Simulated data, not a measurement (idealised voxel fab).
The document below concerns the process module designated voxel gate over fins.
Cross-section cut: width 290 nm, square cells of 5 nm.
If you're reading a cross-section in this doc, picture square cells in a grid; it comes to you as bands, top ones listed first down to the bottom, and a band can be one or more rows of cells. Band entry format. Leading values: height of top, height of bottom, nm. Remainder: materials in left-to-right order, each with its width in nm. Special words: "full width" on a single material, which then fills the band edge to edge; "empty", empty space. A quick word on heights: they are counted from 0, and under that level the wafer as it came to us is one material throughout. The lowest band is different from the rest in having no bottom; it simply continues downward, written as in "0 nm and below". It should be noted that a width expressed as "30->40" varies in equal increments from row to row of cells within the band, taking the value of the first number at the top row and that of the second number at the bottom row. Where a step carries "nothing altered", the cross-section came out of it unchanged, cell for cell. "Closed-off voids" contains a list of empty spaces, each no smaller than 8 cells and without an open way to the top, written in the form width x height at distance with the distance from the left edge and all three in nm. On each step's line, the part that comes after the settings is the simulator's own comment on the step. If you see "overlay nm" on a step's line and that step has a mask, it's telling you how far right of where it was planned the mask ended up; a negative number means it went left instead.
These are the steps we planned for the process:
1 RECEIVE [material Si]
2 CONFORMAL_DEP [material SiN] [thk nm 5]
3 MASKED_ETCH [tone cover] [mask id FINS] [width nm 15] [pitch nm 35] [etch materials SiN] [depth nm 5] [overlay nm 0]
4 MASKED_ETCH [tone cover] [mask id FINS] [width nm 15] [pitch nm 35] [etch materials Si] [depth nm 35] [overlay nm -15]
5 FILL_DEP [material SiO2] [thk nm 5]
6 CMP [height nm 5]
7 SELECTIVE_ETCH [etch materials SiO2] [depth nm 15]
8 STRIP [etch materials SiN]
9 CONFORMAL_DEP [material HfO2] [thk nm 5]
10 CONFORMAL_DEP [material TiN] [thk nm 5]
11 FILL_DEP [material W] [thk nm 15]
12 CMP [height nm 20]
13 CONFORMAL_DEP [material SiCN] [thk nm 5]
Where the wafers of this document differ is in the overlay nm of step 4; they start out the same, and the plan states the value that applied to the first wafer.
As received, i.e. after step 1: cross-section through the first of several wafers:
  0 nm and below = Si full width
  Closed-off voids: none
Gained (+) or lost (-) cells of each material since receipt, then closed voids: one row per wafer, at the end of the module:
overlay nm -15; +64 HfO2; -322 Si; +58 SiCN; +230 SiO2; +62 TiN; +198 W; Closed-off voids: none
overlay nm -10; +66 HfO2; -336 Si; +58 SiCN; +240 SiO2; +62 TiN; +200 W; Closed-off voids: none
overlay nm -5; +66 HfO2; -350 Si; +58 SiCN; +250 SiO2; +64 TiN; +202 W; Closed-off voids: none
overlay nm 0; +66 HfO2; -364 Si; +58 SiCN; +260 SiO2; +66 TiN; +204 W; Closed-off voids: none
overlay nm 5; +66 HfO2; -350 Si; +58 SiCN; +250 SiO2; +64 TiN; +202 W; Closed-off voids: none
overlay nm 10; +66 HfO2; -336 Si; +58 SiCN; +240 SiO2; +62 TiN; +200 W; Closed-off voids: none
overlay nm 15; +64 HfO2; -322 Si; +58 SiCN; +230 SiO2; +62 TiN; +198 W; Closed-off voids: none
